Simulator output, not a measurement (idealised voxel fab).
process module | voxel gate over fins
cross-section cut | 250 nm wide | cells 5 nm
A cross-section is a grid of square cells, given in bands from the top down. A band is one or more rows of cells.
Each band's line starts with the height of the band's top and of its bottom, in nm. Then come its materials from left to right, each with its width in nm. One material with "throughout" fills the band from edge to edge. "air" is empty space.
Height 0 is the level under which the wafer as received is all one material. The lowest band goes on downwards, as in "0 down".
A width such as "30 to 40" changes by the same amount from each row of cells to the next, from the band's top row to its bottom row.
"no change" after a step means that no cell of the cross-section changed.
closed voids: empty space of 8 cells or more with no open way to the top, each as width x height at its distance from the left edge, in nm
after a step's settings: what the simulator itself notes on the step
overlay nm, on a step with a mask: how far to the right of its planned place the mask lay; to the left if negative
plan
1 op RECEIVE | material Si
2 op CONFORMAL_DEP | material SiN | thk nm 10
3 op DIRECTIONAL_DEP | material aC | thk nm 15
4 op PATTERN | tone cover | mask id FINS | material resist | width nm 15 | pitch nm 55 | thk nm 35 | overlay nm 0
5 op DIRECTIONAL_ETCH | etch materials aC | depth nm 15
6 op STRIP | etch materials resist
7 op DIRECTIONAL_ETCH | etch materials SiN | depth nm 10
8 op DIRECTIONAL_ETCH | etch materials Si | depth nm 30
9 op STRIP | etch materials aC
10 op OXIDIZE | depth nm 5
11 op FILL_DEP | material SiO2 | thk nm 10
12 op CMP | height nm 10
13 op DIRECTIONAL_DEP | material aC | thk nm 15
14 op PATTERN | tone open | mask id RAIL | material resist | width nm 15 | thk nm 30 | overlay nm 0
15 op DIRECTIONAL_ETCH | etch materials aC | depth nm 15
16 op STRIP | etch materials resist
17 op DIRECTIONAL_ETCH | etch materials SiO2 | depth nm 35
18 op STRIP | etch materials aC
19 op CONFORMAL_DEP | material TiN | thk nm 5
20 op FILL_DEP | material Ru | thk nm 5
21 op CMP | height nm 10
22 op SELECTIVE_ETCH | etch materials W Ru TiN | depth nm 30
23 op FILL_DEP | material SiO2 | thk nm 5
24 op CMP | height nm 10
25 op SELECTIVE_ETCH | etch materials SiO2 | depth nm 20
26 op STRIP | etch materials SiN
27 op CONFORMAL_DEP | material HfO2 | thk nm 5
28 op CONFORMAL_DEP | material TiN | thk nm 5
29 op FILL_DEP | material W | thk nm 15
30 op CMP | height nm 20
31 op CONFORMAL_DEP | material SiN | thk nm 10
as received, after step 1
  0 down: Si throughout
  closed voids: none
first wafer at the end, as planned
  30 to 20: SiN throughout
  20 to 10: W throughout
  10 to 5: W 85 | TiN 25 | W 30 | TiN 25 | W 85
  5 to 0: W 85 | TiN 5 | HfO2 15 | TiN 5 | W 30 | TiN 5 | HfO2 15 | TiN 5 | W 85
  0 to -5: TiN 90 | HfO2 5 | Si 5 | HfO2 5 | TiN 40 | HfO2 5 | Si 5 | HfO2 5 | TiN 90
  -5 to -10: HfO2 95 | Si 5 | HfO2 50 | Si 5 | HfO2 95
  -10 to -20: SiO2 95 | Si 5 | SiO2 50 | Si 5 | SiO2 95
  -20 to -25: SiO2 95 | Si 5 | SiO2 15 | TiN 15 | SiO2 20 | Si 5 | SiO2 95
  -25 to -35: SiO2 95 | Si 5 | SiO2 50 | Si 5 | SiO2 95
  -35 down: Si throughout
  closed voids: none
second wafer at the end: like start, like plan, one mistake
  30 to 20: SiN throughout
  20 to 10: W throughout
  10 to 5: W 85 | HfO2 25 | W 30 | HfO2 25 | W 85
  5 to 0: W 85 | HfO2 5 | TiN 15 | HfO2 5 | W 30 | HfO2 5 | TiN 15 | HfO2 5 | W 85
  0 to -5: HfO2 90 | TiN 5 | Si 5 | TiN 5 | HfO2 40 | TiN 5 | Si 5 | TiN 5 | HfO2 90
  -5 to -10: TiN 95 | Si 5 | TiN 50 | Si 5 | TiN 95
  -10 to -20: SiO2 95 | Si 5 | SiO2 50 | Si 5 | SiO2 95
  -20 to -25: SiO2 95 | Si 5 | SiO2 15 | TiN 15 | SiO2 20 | Si 5 | SiO2 95
  -25 to -35: SiO2 95 | Si 5 | SiO2 50 | Si 5 | SiO2 95
  -35 down: Si throughout
  closed voids: none
what went wrong: steps 27 and 28 were swapped
at the end the second wafer has, in cells: as many of each material as the first, in other places
